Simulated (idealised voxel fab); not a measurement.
Proc. module: voxel self aligned vias
Cross-section cut: width 270 nm, square cells of 5 nm.
This document writes a cross-section as a grid whose cells are square, and gives it as bands, listed from the top down; one or more rows of cells form a band.
Band: top and bottom heights (nm) first, top before bottom; then materials from left to right, widths in nm. "throughout" marks a sole material filling the band edge to edge. "empty" denotes empty space.
A quick word on heights: they are counted from 0, and under that level the wafer as it came to us is one material throughout. The lowest band is different from the rest in having no bottom; it simply continues downward, written as in "z 0 and below".
A width given as "30->40" starts at the first number in the band's top row and ends at the second number in its bottom row, shifting by an equal amount at every step from row to row.
"nothing altered" (step): cross-section cells unchanged, all of them.
In the "Enclosed internal voids" entry, you get each enclosed empty space of 8 cells or more, one with no open way to the top, written width x height at distance, distance from the left edge, in nm.
Whatever follows a step's settings on its line is a remark the simulator itself makes about that step.
"overlay nm" denotes, for a step that has a mask, the displacement of the mask to the right of its planned place, with negative values corresponding to the left.

These are the steps we planned for the process
1,RECEIVE: material Si
2,CONFORMAL_DEP: material SiO2, thk nm 10
3,CONFORMAL_DEP: material SiCN, thk nm 5
4,DIRECTIONAL_DEP: material SiO2, thk nm 30
5,PATTERN: tone open, mask id LINES, material resist, width nm 20, pitch nm 55, thk nm 15, overlay nm 0
6,DIRECTIONAL_ETCH: etch materials SiO2, depth nm 30
7,STRIP: etch materials resist
8,CONFORMAL_DEP: material TiN, thk nm 5
9,FILL_DEP: material W, thk nm 10
10,CMP: height nm 45
11,SELECTIVE_ETCH: etch materials W Ru TiN, depth nm 5
12,FILL_DEP: material SiN, thk nm 5
13,CMP: height nm 45
14,DIRECTIONAL_DEP: material SiO2, thk nm 15
15,DIRECTIONAL_DEP: material aC, thk nm 10
16,PATTERN: tone open, mask id VIAS, material resist, width nm 40, pitch nm 110, thk nm 25, overlay nm 0
17,DIRECTIONAL_ETCH: etch materials aC, depth nm 10
18,STRIP: etch materials resist
19,DIRECTIONAL_ETCH: etch materials SiO2, depth nm 15
20,DIRECTIONAL_ETCH: etch materials SiN, depth nm 5
21,STRIP: etch materials aC
22,CONFORMAL_DEP: material TiN, thk nm 5
23,FILL_DEP: material Cu, thk nm 5
24,CMP: height nm 60
25,CONFORMAL_DEP: material SiN, thk nm 5

as received, after step 1
z 0 and below  Si throughout
Enclosed internal voids: none

One mistake in running the module, otherwise start and plan as above: cross-section at the end
z 65 to 60  SiN throughout
z 60 to 50  SiO2=60  TiN=5  Cu=30  TiN=5  SiO2=70  TiN=5  Cu=30  TiN=5  SiO2=60
z 50 to 45  SiO2=60  TiN=15  Cu=10  TiN=15  SiO2=70  TiN=15  Cu=10  TiN=15  SiO2=60
z 45 to 40  SiO2=70  TiN=20  SiO2=35  SiN=20  SiO2=35  TiN=20  SiO2=70
z 40 to 20  SiO2=70  TiN=5  SiN=10  TiN=5  SiO2=35  TiN=5  SiN=10  TiN=5  SiO2=35  TiN=5  SiN=10  TiN=5  SiO2=70
z 20 to 15  SiO2=70  TiN=20  SiO2=35  TiN=20  SiO2=35  TiN=20  SiO2=70
z 15 to 10  SiCN throughout
z 10 to 0  SiO2 throughout
z 0 and below  Si throughout
Enclosed internal voids: none
It is concluded that the wafer was processed incorrectly with respect to the plan, in that off-plan run, step 9, actual operation and settings FILL_DEP: material SiN, thk nm 10
